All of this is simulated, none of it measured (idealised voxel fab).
Presented below is a process module, voxel ribs on slabs.
This is section cut - it's 255 nm across, gridded in 5 nm square cells.
Heads up, the way a cross-section reads in here is a grid of square cells, handed over as bands from the top down, with every band being one or more rows of cells. Top, bottom (nm), then materials left to right with widths (nm); lone material tagged "full width" fills the whole band edge to edge; "air" = empty space. Heights from 0 (as-received wafer is one material below). Bottom band endless downward, as "z 0 and below". Top row gets the first number, bottom row gets the second, and each row in between changes by the same step: that is how a band width like "30..40" works. For the purposes of this document, the phrase "everything unchanged" attached to a step denotes that no cell within the cross-section was modified by that step. "Voids lacking openings" lists enclosed empty spaces (at least 8 cells, no open path upward to the top), each as width x height at distance from the left edge, in nm. Note: text after step settings on the step line = simulator remark on that step. overlay nm: on a step with a mask, how far right of its planned place the mask lay; negative means left.
The planned process steps are enumerated hereunder
| 1 | RECEIVE, material Si |
| 2 | DIRECTIONAL_DEP, material SiO2, thk nm 30 |
| 3 | DIRECTIONAL_DEP, material polySi, thk nm 15 |
| 4 | MASKED_ETCH, tone cover, mask id RIB, width nm 20, etch materials polySi, depth nm 10, overlay nm 0 |
| 5 | DIRECTIONAL_DEP, material aC, thk nm 10 |
| 6 | PATTERN, tone cover, mask id SLAB, material resist, width nm 80, thk nm 25, overlay nm 0 |
| 7 | DIRECTIONAL_ETCH, etch materials aC, depth nm 10 |
| 8 | STRIP, etch materials resist |
| 9 | DIRECTIONAL_ETCH, etch materials polySi, depth nm 5 |
| 10 | STRIP, etch materials aC |
| 11 | FILL_DEP, material SiO2, thk nm 20 |
| 12 | CMP, height nm 60 |
| 13 | DIRECTIONAL_DEP, material W, thk nm 10 |
| 14 | DIRECTIONAL_DEP, material aC, thk nm 15 |
| 15 | PATTERN, tone cover, mask id HEATER, material resist, width nm 30, thk nm 30, overlay nm 0 |
| 16 | DIRECTIONAL_ETCH, etch materials aC, depth nm 15 |
| 17 | STRIP, etch materials resist |
| 18 | DIRECTIONAL_ETCH, etch materials W, depth nm 10 |
| 19 | STRIP, etch materials aC |
| 20 | CONFORMAL_DEP, material SiO2, thk nm 10 |
The first of two wafers, run as planned
As-received wafer cross-section (after step 1)
    z 0 and below = Si full width
    Voids lacking openings: none
Wafer xsec, post step 2
    z 30 to 0 = SiO2 full width
    At heights below 0, the structure remains unaltered.
Wafer xsec, post step 3
    z 45 to 30 = polySi full width
    At heights below 30, the structure remains unaltered.
Wafer xsec, post step 4
    z 45 to 35 = air 115 nm, then polySi 20 nm, then air 120 nm
    At heights below 35, the structure remains unaltered.
Wafer xsec, post step 5
    z 55 to 45 = air 115 nm, then aC 20 nm, then air 120 nm
    z 45 to 35 = aC 115 nm, then polySi 20 nm, then aC 120 nm
    At heights below 35, the structure remains unaltered.
Wafer xsec, post step 6
    z 80 to 55 = air 85 nm, then resist 80 nm, then air 90 nm
    z 55 to 45 = air 85 nm, then resist 30 nm, then aC 20 nm, then resist 30 nm, then air 90 nm
    At heights below 45, the structure remains unaltered.
Wafer xsec, post step 7
    z 70 to 55 = air 85 nm, then resist 80 nm, then air 90 nm
    z 55 to 45 = air 85 nm, then resist 30 nm, then aC 20 nm, then resist 30 nm, then air 90 nm
    z 45 to 35 = air 85 nm, then aC 30 nm, then polySi 20 nm, then aC 30 nm, then air 90 nm
    At heights below 35, the structure remains unaltered.
Wafer xsec, post step 8
    z 55 to 45 = air 115 nm, then aC 20 nm, then air 120 nm
    At heights below 45, the structure remains unaltered.
Wafer xsec, post step 9
    z 55 to 45 = air 115 nm, then aC 20 nm, then air 120 nm
    z 45 to 35 = air 85 nm, then aC 30 nm, then polySi 20 nm, then aC 30 nm, then air 90 nm
    z 35 to 30 = air 85 nm, then polySi 80 nm, then air 90 nm
    At heights below 30, the structure remains unaltered.
Wafer xsec, post step 10
    z 45 to 35 = air 115 nm, then polySi 20 nm, then air 120 nm
    At heights below 35, the structure remains unaltered.
Wafer xsec, post step 11
    z 65 to 45 = SiO2 full width
    z 45 to 35 = SiO2 115 nm, then polySi 20 nm, then SiO2 120 nm
    z 35 to 30 = SiO2 85 nm, then polySi 80 nm, then SiO2 90 nm
    At heights below 30, the structure remains unaltered.
Wafer xsec, post step 12
    z 60 to 45 = SiO2 full width
    At heights below 45, the structure remains unaltered.
Wafer xsec, post step 13
    z 70 to 60 = W full width
    At heights below 60, the structure remains unaltered.
Wafer xsec, post step 14
    z 85 to 70 = aC full width
    At heights below 70, the structure remains unaltered.
Wafer xsec, post step 15
    z 115 to 85 = air 110 nm, then resist 30 nm, then air 115 nm
    At heights below 85, the structure remains unaltered.
Wafer xsec, post step 16
    z 100 to 85 = air 110 nm, then resist 30 nm, then air 115 nm
    z 85 to 70 = air 110 nm, then aC 30 nm, then air 115 nm
    At heights below 70, the structure remains unaltered.
Wafer xsec, post step 17
    z 85 to 70 = air 110 nm, then aC 30 nm, then air 115 nm
    At heights below 70, the structure remains unaltered.
Wafer xsec, post step 18
    z 85 to 70 = air 110 nm, then aC 30 nm, then air 115 nm
    z 70 to 60 = air 110 nm, then W 30 nm, then air 115 nm
    At heights below 60, the structure remains unaltered.
Wafer xsec, post step 19
    z 70 to 60 = air 110 nm, then W 30 nm, then air 115 nm
    At heights below 60, the structure remains unaltered.
Wafer xsec, post step 20
    z 80 to 70 = air 100 nm, then SiO2 50 nm, then air 105 nm
    z 70 to 60 = SiO2 110 nm, then W 30 nm, then SiO2 115 nm
    At heights below 60, the structure remains unaltered.
Second Wafer (Identical Start and Plan, One Processing Error; Matches First Wafer Through Step 5)
The second wafer in cross-section, at the planned close of step 6
    z 80 to 55 = air 90 nm, then resist 70 nm, then air 95 nm
    z 55 to 45 = air 90 nm, then resist 25 nm, then aC 20 nm, then resist 25 nm, then air 95 nm
    At heights below 45, the structure remains unaltered.
The second wafer in cross-section, at the planned close of step 7
    z 70 to 55 = air 90 nm, then resist 70 nm, then air 95 nm
    z 55 to 45 = air 90 nm, then resist 25 nm, then aC 20 nm, then resist 25 nm, then air 95 nm
    z 45 to 35 = air 90 nm, then aC 25 nm, then polySi 20 nm, then aC 25 nm, then air 95 nm
    At heights below 35, the structure remains unaltered.
The second wafer in cross-section, at the planned close of step 8
    z 55 to 45 = air 115 nm, then aC 20 nm, then air 120 nm
    At heights below 45, the structure remains unaltered.
The second wafer in cross-section, at the planned close of step 9
    z 55 to 45 = air 115 nm, then aC 20 nm, then air 120 nm
    z 45 to 35 = air 90 nm, then aC 25 nm, then polySi 20 nm, then aC 25 nm, then air 95 nm
    z 35 to 30 = air 90 nm, then polySi 70 nm, then air 95 nm
    At heights below 30, the structure remains unaltered.
The second wafer in cross-section, at the planned close of step 10
    z 45 to 35 = air 115 nm, then polySi 20 nm, then air 120 nm
    At heights below 35, the structure remains unaltered.
The second wafer in cross-section, at the planned close of step 11
    z 65 to 45 = SiO2 full width
    z 45 to 35 = SiO2 115 nm, then polySi 20 nm, then SiO2 120 nm
    z 35 to 30 = SiO2 90 nm, then polySi 70 nm, then SiO2 95 nm
    At heights below 30, the structure remains unaltered.
The second wafer in cross-section, at the planned close of step 12
    z 60 to 45 = SiO2 full width
    At heights below 45, the structure remains unaltered.
The second wafer in cross-section, at the planned close of step 13
    z 70 to 60 = W full width
    At heights below 60, the structure remains unaltered.
The second wafer in cross-section, at the planned close of step 14
    z 85 to 70 = aC full width
    At heights below 70, the structure remains unaltered.
The second wafer in cross-section, at the planned close of step 15
    z 115 to 85 = air 110 nm, then resist 30 nm, then air 115 nm
    At heights below 85, the structure remains unaltered.
The second wafer in cross-section, at the planned close of step 16
    z 100 to 85 = air 110 nm, then resist 30 nm, then air 115 nm
    z 85 to 70 = air 110 nm, then aC 30 nm, then air 115 nm
    At heights below 70, the structure remains unaltered.
The second wafer in cross-section, at the planned close of step 17
    z 85 to 70 = air 110 nm, then aC 30 nm, then air 115 nm
    At heights below 70, the structure remains unaltered.
The second wafer in cross-section, at the planned close of step 18
    z 85 to 70 = air 110 nm, then aC 30 nm, then air 115 nm
    z 70 to 60 = air 110 nm, then W 30 nm, then air 115 nm
    At heights below 60, the structure remains unaltered.
The second wafer in cross-section, at the planned close of step 19
    z 70 to 60 = air 110 nm, then W 30 nm, then air 115 nm
    At heights below 60, the structure remains unaltered.
The second wafer in cross-section, at the planned close of step 20
    z 80 to 70 = air 100 nm, then SiO2 50 nm, then air 105 nm
    z 70 to 60 = SiO2 110 nm, then W 30 nm, then SiO2 115 nm
    At heights below 60, the structure remains unaltered.
Deviation noted in wafer processing: step 6 ran as: PATTERN, tone cover, mask id SLAB, material resist, width nm 70, thk nm 25, overlay nm 0
At the finish, the second wafer shows more or fewer cells for some materials than the first does: SiO2 +2 | polySi -2
